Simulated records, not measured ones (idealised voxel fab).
Process module in this document: voxel self aligned vias
Square cell edge 5 nm, section width 220 nm, ID cut.
Cross-sections here: square-cell grids, written as top-down lists of bands, a band being one or more rows of cells. Read a band's entry like this: the first values are the height of its top and the height of its bottom in nm, and what follows is the sequence of materials from left to right, each with its width in nm. Note that "blank" is empty space, and that a single material marked "edge to edge" reaches across the band from edge to edge. Basically, 0 is our baseline, since under it the wafer straight out of the box is all one material. The bottom band has no lower end and keeps on going down, so it looks like "0 nm and below". A width such as "30->40" changes by the same amount from each row of cells to the next, from the band's top row to its bottom row. Step marked "nothing different"? Then no cell in the cross-section changed in it. Basically, "Entrapped voids" tells you about the enclosed voids: empty spaces with no open way to the top, 8 cells or bigger, each written width x height at distance, where distance is from the left edge, all in nm. Text after the settings on a step's line: the simulator's own remark on that step. overlay nm: on a step with a mask, how far right of its planned place the mask lay; negative means left.

The planned process steps are enumerated hereunder:
1) RECEIVE | material Si
2) CONFORMAL_DEP | material SiO2 | thk nm 10
3) CONFORMAL_DEP | material SiCN | thk nm 5
4) DIRECTIONAL_DEP | material SiO2 | thk nm 20
5) MASKED_ETCH | tone open | mask id LINES | width nm 20 | pitch nm 60 | etch materials SiO2 | depth nm 20 | overlay nm 0
6) CONFORMAL_DEP | material TiN | thk nm 5
7) FILL_DEP | material W | thk nm 5
8) CMP | height nm 35
9) SELECTIVE_ETCH | etch materials W Ru TiN | depth nm 10
10) FILL_DEP | material SiN | thk nm 5
11) CMP | height nm 35
12) DIRECTIONAL_DEP | material SiO2 | thk nm 15
13) DIRECTIONAL_DEP | material aC | thk nm 15
14) PATTERN | tone open | mask id VIAS | material resist | width nm 40 | pitch nm 120 | thk nm 30 | overlay nm 0
15) DIRECTIONAL_ETCH | etch materials aC | depth nm 15
16) STRIP | etch materials resist
17) DIRECTIONAL_ETCH | etch materials SiO2 | depth nm 15
18) DIRECTIONAL_ETCH | etch materials SiN | depth nm 10
19) STRIP | etch materials aC
20) CONFORMAL_DEP | material TiN | thk nm 5
21) FILL_DEP | material W | thk nm 5
22) CMP | height nm 50
23) CONFORMAL_DEP | material SiCN | thk nm 5

Step 1 complete: cross-section of the wafer as received:
- 0 nm and below | Si edge to edge
- Entrapped voids: none

Run as planned - first of the two wafers cross-sectioned at the end of the module:
- 55 nm to 50 nm | SiCN edge to edge
- 50 nm to 40 nm | SiO2 30 nm, then TiN 5 nm, then W 30 nm, then TiN 5 nm, then SiO2 80 nm, then TiN 5 nm, then W 30 nm, then TiN 5 nm, then SiO2 30 nm
- 40 nm to 35 nm | SiO2 30 nm, then TiN 15 nm, then W 10 nm, then TiN 15 nm, then SiO2 80 nm, then TiN 15 nm, then W 10 nm, then TiN 15 nm, then SiO2 30 nm
- 35 nm to 30 nm | SiO2 40 nm, then TiN 5 nm, then W 10 nm, then TiN 5 nm, then SiO2 40 nm, then SiN 20 nm, then SiO2 40 nm, then TiN 5 nm, then W 10 nm, then TiN 5 nm, then SiO2 40 nm
- 30 nm to 25 nm | SiO2 40 nm, then TiN 20 nm, then SiO2 40 nm, then SiN 20 nm, then SiO2 40 nm, then TiN 20 nm, then SiO2 40 nm
- 25 nm to 20 nm | SiO2 40 nm, then TiN 5 nm, then W 10 nm, then TiN 5 nm, then SiO2 40 nm, then TiN 5 nm, then W 10 nm, then TiN 5 nm, then SiO2 40 nm, then TiN 5 nm, then W 10 nm, then TiN 5 nm, then SiO2 40 nm
- 20 nm to 15 nm | SiO2 40 nm, then TiN 20 nm, then SiO2 40 nm, then TiN 20 nm, then SiO2 40 nm, then TiN 20 nm, then SiO2 40 nm
- 15 nm to 10 nm | SiCN edge to edge
- 10 nm to 0 nm | SiO2 edge to edge
- 0 nm and below | Si edge to edge
- Entrapped voids: none

Second wafer cross-section at end of module - shared start and plan with the first, one mistake in the run:
- 55 nm to 50 nm | SiCN edge to edge
- 50 nm to 40 nm | SiO2 30 nm, then TiN 5 nm, then W 30 nm, then TiN 5 nm, then SiO2 80 nm, then TiN 5 nm, then W 30 nm, then TiN 5 nm, then SiO2 30 nm
- 40 nm to 35 nm | SiO2 30 nm, then TiN 40 nm, then SiO2 80 nm, then TiN 40 nm, then SiO2 30 nm
- 35 nm to 30 nm | SiCN edge to edge
- 30 nm to 0 nm | SiO2 edge to edge
- 0 nm and below | Si edge to edge
- Entrapped voids: none
Here's what went sideways: ran 3 and 4 in swapped order versus the plan
Count the cells at the end and the second wafer has more or fewer of some materials than the first: SiN -8; SiO2 +48; TiN -26; W -14
